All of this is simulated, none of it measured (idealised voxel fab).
Module name: voxel quadruple lines (process module)
Section shown: cut. Width: 185 nm. Cell size: 5 nm, square.
The cross-sections in this document take the form of a grid made of square cells. They are written out as bands, in order from top to bottom. Each band consists of one or more rows of cells.
First you get the band's top height and its bottom height, in nm, and then the materials it's made of, left to right, with each width in nm. If you see a single material with "throughout", that one covers the band edge to edge. "empty" is empty space.
Heights from 0 (as-received wafer is one material below). Bottom band endless downward, as "0 -> down".
With a width like "30..40", each row of cells in the band differs from the next by the same amount, the top row carrying the first number and the bottom row the second.
"nothing changed" -> step changed no cross-section cell.
"Enclosed void inventory" lists enclosed empty spaces (at least 8 cells, no open path upward to the top), each as width x height at distance from the left edge, in nm.
Post-settings text on a step line: simulator's own remark regarding the step.
"overlay nm" on a masked step: distance the mask lay right of its planned place, negative for left.

The planned process steps are enumerated hereunder
step 1: RECEIVE with material Si
step 2: CONFORMAL_DEP with material SiO2, thk nm 10
step 3: DIRECTIONAL_DEP with material W, thk nm 10
step 4: DIRECTIONAL_DEP with material polySi, thk nm 20
step 5: DIRECTIONAL_DEP with material aC, thk nm 20
step 6: PATTERN with tone cover, mask id MANDREL, material resist, width nm 35, thk nm 30, overlay nm 0
step 7: DIRECTIONAL_ETCH with etch materials aC, depth nm 20
step 8: STRIP with etch materials resist
step 9: CONFORMAL_DEP with material SiO2, thk nm 15
step 10: DIRECTIONAL_ETCH with etch materials SiO2, depth nm 15
step 11: STRIP with etch materials aC
step 12: DIRECTIONAL_ETCH with etch materials polySi, depth nm 20
step 13: STRIP with etch materials SiO2
step 14: CONFORMAL_DEP with material SiCN, thk nm 10
step 15: DIRECTIONAL_ETCH with etch materials SiCN, depth nm 10
step 16: STRIP with etch materials polySi
step 17: DIRECTIONAL_ETCH with etch materials W, depth nm 10
step 18: STRIP with etch materials SiCN
step 19: FILL_DEP with material SiO2, thk nm 10
step 20: CMP with height nm 20

The first wafer of two, processed as planned

Cross-section of the wafer at receipt, which is the condition after step 1
- 0 -> down: Si throughout
- Enclosed void inventory: none

Once step 2 is through, the wafer looks like this in cross-section
- 10 -> 0: SiO2 throughout
- Lower than 0, everything is as it was.

Once step 3 is through, the wafer looks like this in cross-section
- 20 -> 10: W throughout
- Lower than 10, everything is as it was.

Once step 4 is through, the wafer looks like this in cross-section
- 40 -> 20: polySi throughout
- Lower than 20, everything is as it was.

Once step 5 is through, the wafer looks like this in cross-section
- 60 -> 40: aC throughout
- Lower than 40, everything is as it was.

Once step 6 is through, the wafer looks like this in cross-section
- 90 -> 60: empty 75 nm  resist 35 nm  empty 75 nm
- Lower than 60, everything is as it was.

Once step 7 is through, the wafer looks like this in cross-section
- 70 -> 60: empty 75 nm  resist 35 nm  empty 75 nm
- 60 -> 40: empty 75 nm  aC 35 nm  empty 75 nm
- Lower than 40, everything is as it was.

Once step 8 is through, the wafer looks like this in cross-section
- 60 -> 40: empty 75 nm  aC 35 nm  empty 75 nm
- Lower than 40, everything is as it was.

Once step 9 is through, the wafer looks like this in cross-section
- 75 -> 60: empty 60 nm  SiO2 65 nm  empty 60 nm
- 60 -> 55: empty 60 nm  SiO2 15 nm  aC 35 nm  SiO2 15 nm  empty 60 nm
- 55 -> 40: SiO2 75 nm  aC 35 nm  SiO2 75 nm
- Lower than 40, everything is as it was.

Once step 10 is through, the wafer looks like this in cross-section
- 60 -> 40: empty 60 nm  SiO2 15 nm  aC 35 nm  SiO2 15 nm  empty 60 nm
- Lower than 40, everything is as it was.

Once step 11 is through, the wafer looks like this in cross-section
- 60 -> 40: empty 60 nm  SiO2 15 nm  empty 35 nm  SiO2 15 nm  empty 60 nm
- Lower than 40, everything is as it was.

Once step 12 is through, the wafer looks like this in cross-section
- 60 -> 40: empty 60 nm  SiO2 15 nm  empty 35 nm  SiO2 15 nm  empty 60 nm
- 40 -> 20: empty 60 nm  polySi 15 nm  empty 35 nm  polySi 15 nm  empty 60 nm
- Lower than 20, everything is as it was.

Once step 13 is through, the wafer looks like this in cross-section
- 40 -> 20: empty 60 nm  polySi 15 nm  empty 35 nm  polySi 15 nm  empty 60 nm
- Lower than 20, everything is as it was.

Once step 14 is through, the wafer looks like this in cross-section
- 50 -> 40: empty 50 nm  SiCN 35 nm  empty 15 nm  SiCN 35 nm  empty 50 nm
- 40 -> 30: empty 50 nm  SiCN 10 nm  polySi 15 nm  SiCN 10 nm  empty 15 nm  SiCN 10 nm  polySi 15 nm  SiCN 10 nm  empty 50 nm
- 30 -> 20: SiCN 60 nm  polySi 15 nm  SiCN 35 nm  polySi 15 nm  SiCN 60 nm
- Lower than 20, everything is as it was.

Once step 15 is through, the wafer looks like this in cross-section
- 40 -> 20: empty 50 nm  SiCN 10 nm  polySi 15 nm  SiCN 10 nm  empty 15 nm  SiCN 10 nm  polySi 15 nm  SiCN 10 nm  empty 50 nm
- Lower than 20, everything is as it was.

Once step 16 is through, the wafer looks like this in cross-section
- 40 -> 20: empty 50 nm  SiCN 10 nm  empty 15 nm  SiCN 10 nm  empty 15 nm  SiCN 10 nm  empty 15 nm  SiCN 10 nm  empty 50 nm
- Lower than 20, everything is as it was.

Once step 17 is through, the wafer looks like this in cross-section
- 40 -> 20: empty 50 nm  SiCN 10 nm  empty 15 nm  SiCN 10 nm  empty 15 nm  SiCN 10 nm  empty 15 nm  SiCN 10 nm  empty 50 nm
- 20 -> 10: empty 50 nm  W 10 nm  empty 15 nm  W 10 nm  empty 15 nm  W 10 nm  empty 15 nm  W 10 nm  empty 50 nm
- Lower than 10, everything is as it was.

Once step 18 is through, the wafer looks like this in cross-section
- 20 -> 10: empty 50 nm  W 10 nm  empty 15 nm  W 10 nm  empty 15 nm  W 10 nm  empty 15 nm  W 10 nm  empty 50 nm
- Lower than 10, everything is as it was.

Once step 19 is through, the wafer looks like this in cross-section
- 30 -> 20: SiO2 throughout
- 20 -> 10: SiO2 50 nm  W 10 nm  SiO2 15 nm  W 10 nm  SiO2 15 nm  W 10 nm  SiO2 15 nm  W 10 nm  SiO2 50 nm
- Lower than 10, everything is as it was.

Once step 20 is through, the wafer looks like this in cross-section
- 20 -> 10: SiO2 50 nm  W 10 nm  SiO2 15 nm  W 10 nm  SiO2 15 nm  W 10 nm  SiO2 15 nm  W 10 nm  SiO2 50 nm
- Lower than 10, everything is as it was.

Now the other wafer: same start, same recipe, but we messed up one thing when running it. Up to and including step 1 it's the same as the first one

Look at the second wafer in cross-section at the time step 2 ought to have finished: nothing changed

Look at the second wafer in cross-section at the time step 3 ought to have finished
- 10 -> 0: W throughout
- Lower than 0, everything is as it was.

Look at the second wafer in cross-section at the time step 4 ought to have finished
- 30 -> 10: polySi throughout
- Lower than 10, everything is as it was.

Look at the second wafer in cross-section at the time step 5 ought to have finished
- 50 -> 30: aC throughout
- Lower than 30, everything is as it was.

Look at the second wafer in cross-section at the time step 6 ought to have finished
- 80 -> 50: empty 75 nm  resist 35 nm  empty 75 nm
- Lower than 50, everything is as it was.

Look at the second wafer in cross-section at the time step 7 ought to have finished
- 60 -> 50: empty 75 nm  resist 35 nm  empty 75 nm
- 50 -> 30: empty 75 nm  aC 35 nm  empty 75 nm
- Lower than 30, everything is as it was.

Look at the second wafer in cross-section at the time step 8 ought to have finished
- 50 -> 30: empty 75 nm  aC 35 nm  empty 75 nm
- Lower than 30, everything is as it was.

Look at the second wafer in cross-section at the time step 9 ought to have finished
- 65 -> 50: empty 60 nm  SiO2 65 nm  empty 60 nm
- 50 -> 45: empty 60 nm  SiO2 15 nm  aC 35 nm  SiO2 15 nm  empty 60 nm
- 45 -> 30: SiO2 75 nm  aC 35 nm  SiO2 75 nm
- Lower than 30, everything is as it was.

Look at the second wafer in cross-section at the time step 10 ought to have finished
- 50 -> 30: empty 60 nm  SiO2 15 nm  aC 35 nm  SiO2 15 nm  empty 60 nm
- Lower than 30, everything is as it was.

Look at the second wafer in cross-section at the time step 11 ought to have finished
- 50 -> 30: empty 60 nm  SiO2 15 nm  empty 35 nm  SiO2 15 nm  empty 60 nm
- Lower than 30, everything is as it was.

Look at the second wafer in cross-section at the time step 12 ought to have finished
- 50 -> 30: empty 60 nm  SiO2 15 nm  empty 35 nm  SiO2 15 nm  empty 60 nm
- 30 -> 10: empty 60 nm  polySi 15 nm  empty 35 nm  polySi 15 nm  empty 60 nm
- Lower than 10, everything is as it was.

Look at the second wafer in cross-section at the time step 13 ought to have finished
- 30 -> 10: empty 60 nm  polySi 15 nm  empty 35 nm  polySi 15 nm  empty 60 nm
- Lower than 10, everything is as it was.

Look at the second wafer in cross-section at the time step 14 ought to have finished
- 40 -> 30: empty 50 nm  SiCN 35 nm  empty 15 nm  SiCN 35 nm  empty 50 nm
- 30 -> 20: empty 50 nm  SiCN 10 nm  polySi 15 nm  SiCN 10 nm  empty 15 nm  SiCN 10 nm  polySi 15 nm  SiCN 10 nm  empty 50 nm
- 20 -> 10: SiCN 60 nm  polySi 15 nm  SiCN 35 nm  polySi 15 nm  SiCN 60 nm
- Lower than 10, everything is as it was.

Look at the second wafer in cross-section at the time step 15 ought to have finished
- 30 -> 10: empty 50 nm  SiCN 10 nm  polySi 15 nm  SiCN 10 nm  empty 15 nm  SiCN 10 nm  polySi 15 nm  SiCN 10 nm  empty 50 nm
- Lower than 10, everything is as it was.

Look at the second wafer in cross-section at the time step 16 ought to have finished
- 30 -> 10: empty 50 nm  SiCN 10 nm  empty 15 nm  SiCN 10 nm  empty 15 nm  SiCN 10 nm  empty 15 nm  SiCN 10 nm  empty 50 nm
- Lower than 10, everything is as it was.

Look at the second wafer in cross-section at the time step 17 ought to have finished
- 30 -> 10: empty 50 nm  SiCN 10 nm  empty 15 nm  SiCN 10 nm  empty 15 nm  SiCN 10 nm  empty 15 nm  SiCN 10 nm  empty 50 nm
- 10 -> 0: empty 50 nm  W 10 nm  empty 15 nm  W 10 nm  empty 15 nm  W 10 nm  empty 15 nm  W 10 nm  empty 50 nm
- Lower than 0, everything is as it was.

Look at the second wafer in cross-section at the time step 18 ought to have finished
- 10 -> 0: empty 50 nm  W 10 nm  empty 15 nm  W 10 nm  empty 15 nm  W 10 nm  empty 15 nm  W 10 nm  empty 50 nm
- Lower than 0, everything is as it was.

Look at the second wafer in cross-section at the time step 19 ought to have finished
- 20 -> 10: SiO2 throughout
- 10 -> 0: SiO2 50 nm  W 10 nm  SiO2 15 nm  W 10 nm  SiO2 15 nm  W 10 nm  SiO2 15 nm  W 10 nm  SiO2 50 nm
- Lower than 0, everything is as it was.

Look at the second wafer in cross-section at the time step 20 ought to have finished: nothing changed
Deviation from plan: step 2 of the plan never got run, it was skipped over
At the end, each material covers as many cells on the second wafer as it does on the first, though the cells it covers are elsewhere.
